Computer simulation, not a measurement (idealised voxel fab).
The following process module bears the name voxel capacitor over wiring.
The width of the displayed cross-section, cut, is 210 nm; its cells are square, with a size of 5 nm.
Bands, listed from the top down, are how a cross-section gets written in this document; the cross-section itself is a grid of square cells, and a band is one or more rows of them. Each band's line starts with the height of the band's top and of its bottom, in nm. Then come its materials from left to right, each with its width in nm. One material with "everywhere" fills the band from edge to edge. "empty" is empty space. Ref level 0: as-received wafer is one material below here. Bottom band extends down with no lower bound ("0 nm and below"). Quick explanation for "30..40": the width changes in equal steps down the rows of cells, from the first number in the band's top row to the second number in its bottom row. Take "same as before" at face value: in the step it is given for, the cross-section changed in none of its cells. So "Completely sealed voids" is basically the list of trapped voids: any empty space of 8 cells or more that can't reach the top through an opening. They're written width x height at distance, the distance being from the left edge, and it's all nm. The remark found on a step's line after its settings is issued by the simulator itself and pertains to that step. "overlay nm", when on a step's line for a step with a mask, measures how far to the right of its planned place the mask lay; a negative measure means to the left.
The planned process steps are enumerated hereunder
- 1: RECEIVE with material Si
- 2: CONFORMAL_DEP with material SiO2, thk nm 10
- 3: CONFORMAL_DEP with material SiCN, thk nm 5
- 4: DIRECTIONAL_DEP with material SiO2, thk nm 15
- 5: PATTERN with tone open, mask id METAL_1, material resist, width nm 30, pitch nm 95, thk nm 20, overlay nm 0
- 6: DIRECTIONAL_ETCH with etch materials SiO2, depth nm 15
- 7: DIRECTIONAL_ETCH with etch materials SiCN, depth nm 5
- 8: STRIP with etch materials resist
- 9: CONFORMAL_DEP with material TiN, thk nm 5
- 10: FILL_DEP with material Cu, thk nm 5
- 11: CMP with height nm 30
- 12: CONFORMAL_DEP with material SiCN, thk nm 5
- 13: DIRECTIONAL_DEP with material lowk, thk nm 20
- 14: PATTERN with tone open, mask id PLUG_1, material resist, width nm 15, thk nm 15, overlay nm 0
- 15: DIRECTIONAL_ETCH with etch materials lowk, depth nm 20
- 16: DIRECTIONAL_ETCH with etch materials SiCN, depth nm 5
- 17: STRIP with etch materials resist
- 18: EPI with material Ru, thk nm 10
- 19: EPI with material Ru, thk nm 10
- 20: EPI with material Ru, thk nm 5
- 21: DIRECTIONAL_DEP with material TiN, thk nm 5
- 22: DIRECTIONAL_DEP with material HfO2, thk nm 5
- 23: DIRECTIONAL_DEP with material TiN, thk nm 5
- 24: MASKED_ETCH with tone cover, mask id UPPER_PLATE, width nm 70, etch materials TiN, depth nm 5, overlay nm 0
- 25: MASKED_ETCH with tone cover, mask id UPPER_PLATE, width nm 70, etch materials HfO2, depth nm 5, overlay nm 0
- 26: MASKED_ETCH with tone cover, mask id LOWER_PLATE, width nm 80, etch materials TiN, depth nm 5, overlay nm 0
- 27: FILL_DEP with material SiO2, thk nm 15
- 28: CMP with height nm 80
- 29: DIRECTIONAL_DEP with material aC, thk nm 15
- 30: PATTERN with tone open, mask id PLUG_2, material resist, width nm 15, thk nm 30, overlay nm 0
- 31: DIRECTIONAL_ETCH with etch materials aC, depth nm 15
- 32: STRIP with etch materials resist
- 33: DIRECTIONAL_ETCH with etch materials SiO2, depth nm 10
- 34: STRIP with etch materials aC
- 35: CONFORMAL_DEP with material TiN, thk nm 5
- 36: FILL_DEP with material W, thk nm 5
- 37: CMP with height nm 80
- 38: CONFORMAL_DEP with material SiN, thk nm 5
As received (post step 1): cross-section
0 nm and below = Si everywhere
Completely sealed voids: none
a wafer at the end: this start, this plan, one mistake
85 nm to 80 nm = SiN everywhere
80 nm to 70 nm = Ru everywhere
70 nm to 65 nm = Ru (55)  TiN (70)  Ru (85)
65 nm to 60 nm = Ru (55)  HfO2 (70)  Ru (85)
60 nm to 55 nm = Ru (50)  TiN (80)  Ru (80)
55 nm to 35 nm = lowk (55)  Ru (15)  lowk (140)
35 nm to 30 nm = SiCN (55)  Ru (15)  SiCN (140)
30 nm to 15 nm = SiO2 (40)  TiN (5)  Cu (20)  TiN (5)  SiO2 (65)  TiN (5)  Cu (20)  TiN (5)  SiO2 (45)
15 nm to 10 nm = SiCN (40)  TiN (30)  SiCN (65)  TiN (30)  SiCN (45)
10 nm to 0 nm = SiO2 everywhere
0 nm and below = Si everywhere
Completely sealed voids: none
Processing error: planned and actual differ for step 27; actual: FILL_DEP with material Ru, thk nm 15
